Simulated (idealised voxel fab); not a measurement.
Process module, titled voxel ribs on slabs
Cross-sectional view cut (width: 260 nm; square cell size: 5 nm).
Each cross-section below is a grid of square cells, stated as bands in top-down order, with one or more rows of cells making up each band. Per band: top height and bottom height in nm, followed by the left-to-right materials and their widths in nm; "everywhere" marks a single material spanning edge to edge, "empty" marks empty space. The level at which height equals 0 is the one under which the wafer, as it arrives, is entirely one material. No lower edge exists for the bottom band, which continues downward and is notated as in "0 nm and below". Read "30..40" as a graded width: first number on top, second number at the bottom, same change between each pair of neighbouring rows. For the purposes of this document, the phrase "all unchanged" attached to a step denotes that no cell within the cross-section was modified by that step. In the "Voids lacking openings" entry, you get each enclosed empty space of 8 cells or more, one with no open way to the top, written width x height at distance, distance from the left edge, in nm. Formally, on a step line, whatever follows the settings is a remark that the simulator itself makes on the step. overlay nm: step with mask; distance mask lay right of planned place; negative value = left of planned place.
-- The planned process steps are enumerated hereunder
1,RECEIVE [material Si]
2,DIRECTIONAL_DEP [material SiO2] [thk nm 25]
3,DIRECTIONAL_DEP [material polySi] [thk nm 25]
4,MASKED_ETCH [tone cover] [mask id RIB] [width nm 25] [etch materials polySi] [depth nm 20] [overlay nm 0]
5,PATTERN [tone cover] [mask id SLAB] [material resist] [width nm 65] [thk nm 20] [overlay nm 0]
6,DIRECTIONAL_ETCH [etch materials polySi] [depth nm 5]
7,STRIP [etch materials resist]
8,FILL_DEP [material SiO2] [thk nm 30]
9,CMP [height nm 70]
10,DIRECTIONAL_DEP [material TiN] [thk nm 5]
11,DIRECTIONAL_DEP [material aC] [thk nm 15]
12,PATTERN [tone cover] [mask id HEATER] [material resist] [width nm 35] [thk nm 35] [overlay nm 0]
13,DIRECTIONAL_ETCH [etch materials aC] [depth nm 15]
14,STRIP [etch materials resist]
15,DIRECTIONAL_ETCH [etch materials TiN] [depth nm 5]
16,STRIP [etch materials aC]
17,CONFORMAL_DEP [material SiO2] [thk nm 10]
-- Wafer, first of two, run as planned
-- Wafer as received: cross-section following step 1
    0 nm and below: Si everywhere
    Voids lacking openings: none
-- The wafer in cross-section once step 2 is complete
    25 nm to 0 nm: SiO2 everywhere
    Whatever lies below 0 is exactly as it was before.
-- The wafer in cross-section once step 3 is complete
    50 nm to 25 nm: polySi everywhere
    Whatever lies below 25 is exactly as it was before.
-- The wafer in cross-section once step 4 is complete
    50 nm to 30 nm: empty 115; polySi 25; empty 120
    Whatever lies below 30 is exactly as it was before.
-- The wafer in cross-section once step 5 is complete
    70 nm to 50 nm: empty 95; resist 65; empty 100
    50 nm to 30 nm: empty 95; resist 20; polySi 25; resist 20; empty 100
    Whatever lies below 30 is exactly as it was before.
-- The wafer in cross-section once step 6 is complete
    70 nm to 50 nm: empty 95; resist 65; empty 100
    50 nm to 30 nm: empty 95; resist 20; polySi 25; resist 20; empty 100
    30 nm to 25 nm: empty 95; polySi 65; empty 100
    Whatever lies below 25 is exactly as it was before.
-- The wafer in cross-section once step 7 is complete
    50 nm to 30 nm: empty 115; polySi 25; empty 120
    Whatever lies below 30 is exactly as it was before.
-- The wafer in cross-section once step 8 is complete
    80 nm to 50 nm: SiO2 everywhere
    50 nm to 30 nm: SiO2 115; polySi 25; SiO2 120
    30 nm to 25 nm: SiO2 95; polySi 65; SiO2 100
    Whatever lies below 25 is exactly as it was before.
-- The wafer in cross-section once step 9 is complete
    70 nm to 50 nm: SiO2 everywhere
    Whatever lies below 50 is exactly as it was before.
-- The wafer in cross-section once step 10 is complete
    75 nm to 70 nm: TiN everywhere
    Whatever lies below 70 is exactly as it was before.
-- The wafer in cross-section once step 11 is complete
    90 nm to 75 nm: aC everywhere
    Whatever lies below 75 is exactly as it was before.
-- The wafer in cross-section once step 12 is complete
    125 nm to 90 nm: empty 110; resist 35; empty 115
    Whatever lies below 90 is exactly as it was before.
-- The wafer in cross-section once step 13 is complete
    110 nm to 90 nm: empty 110; resist 35; empty 115
    90 nm to 75 nm: empty 110; aC 35; empty 115
    Whatever lies below 75 is exactly as it was before.
-- The wafer in cross-section once step 14 is complete
    90 nm to 75 nm: empty 110; aC 35; empty 115
    Whatever lies below 75 is exactly as it was before.
-- The wafer in cross-section once step 15 is complete
    90 nm to 75 nm: empty 110; aC 35; empty 115
    75 nm to 70 nm: empty 110; TiN 35; empty 115
    Whatever lies below 70 is exactly as it was before.
-- The wafer in cross-section once step 16 is complete
    75 nm to 70 nm: empty 110; TiN 35; empty 115
    Whatever lies below 70 is exactly as it was before.
-- The wafer in cross-section once step 17 is complete
    85 nm to 80 nm: empty 100; SiO2 55; empty 105
    80 nm to 75 nm: SiO2 everywhere
    75 nm to 70 nm: SiO2 110; TiN 35; SiO2 115
    Whatever lies below 70 is exactly as it was before.
-- Wafer two: like wafer one in start and plan, but with one mistake in execution; identical up to and including step 1
-- Second wafer, section view, time point: scheduled end of step 2
    25 nm to 0 nm: polySi everywhere
    Whatever lies below 0 is exactly as it was before.
-- Second wafer, section view, time point: scheduled end of step 3
    50 nm to 25 nm: SiO2 everywhere
    Whatever lies below 25 is exactly as it was before.
Second wafer, section view, time point: scheduled end of step 4: all unchanged
-- Second wafer, section view, time point: scheduled end of step 5
    70 nm to 50 nm: empty 95; resist 65; empty 100
    Whatever lies below 50 is exactly as it was before.
Second wafer, section view, time point: scheduled end of step 6: all unchanged
-- Second wafer, section view, time point: scheduled end of step 7
    50 nm to 25 nm: SiO2 everywhere
    Whatever lies below 25 is exactly as it was before.
-- Second wafer, section view, time point: scheduled end of step 8
    80 nm to 25 nm: SiO2 everywhere
    Whatever lies below 25 is exactly as it was before.
-- Second wafer, section view, time point: scheduled end of step 9
    70 nm to 25 nm: SiO2 everywhere
    Whatever lies below 25 is exactly as it was before.
-- Second wafer, section view, time point: scheduled end of step 10
    75 nm to 70 nm: TiN everywhere
    Whatever lies below 70 is exactly as it was before.
-- Second wafer, section view, time point: scheduled end of step 11
    90 nm to 75 nm: aC everywhere
    Whatever lies below 75 is exactly as it was before.
-- Second wafer, section view, time point: scheduled end of step 12
    125 nm to 90 nm: empty 110; resist 35; empty 115
    Whatever lies below 90 is exactly as it was before.
-- Second wafer, section view, time point: scheduled end of step 13
    110 nm to 90 nm: empty 110; resist 35; empty 115
    90 nm to 75 nm: empty 110; aC 35; empty 115
    Whatever lies below 75 is exactly as it was before.
-- Second wafer, section view, time point: scheduled end of step 14
    90 nm to 75 nm: empty 110; aC 35; empty 115
    Whatever lies below 75 is exactly as it was before.
-- Second wafer, section view, time point: scheduled end of step 15
    90 nm to 75 nm: empty 110; aC 35; empty 115
    75 nm to 70 nm: empty 110; TiN 35; empty 115
    Whatever lies below 70 is exactly as it was before.
-- Second wafer, section view, time point: scheduled end of step 16
    75 nm to 70 nm: empty 110; TiN 35; empty 115
    Whatever lies below 70 is exactly as it was before.
-- Second wafer, section view, time point: scheduled end of step 17
    85 nm to 80 nm: empty 100; SiO2 55; empty 105
    80 nm to 75 nm: SiO2 everywhere
    75 nm to 70 nm: SiO2 110; TiN 35; SiO2 115
    Whatever lies below 70 is exactly as it was before.
Short version of what went wrong: steps 2 and 3 run out of order (swapped)
Final comparison by cell count, materials where the second wafer has more or fewer than the first: 227 fewer of SiO2 | 227 more of polySi
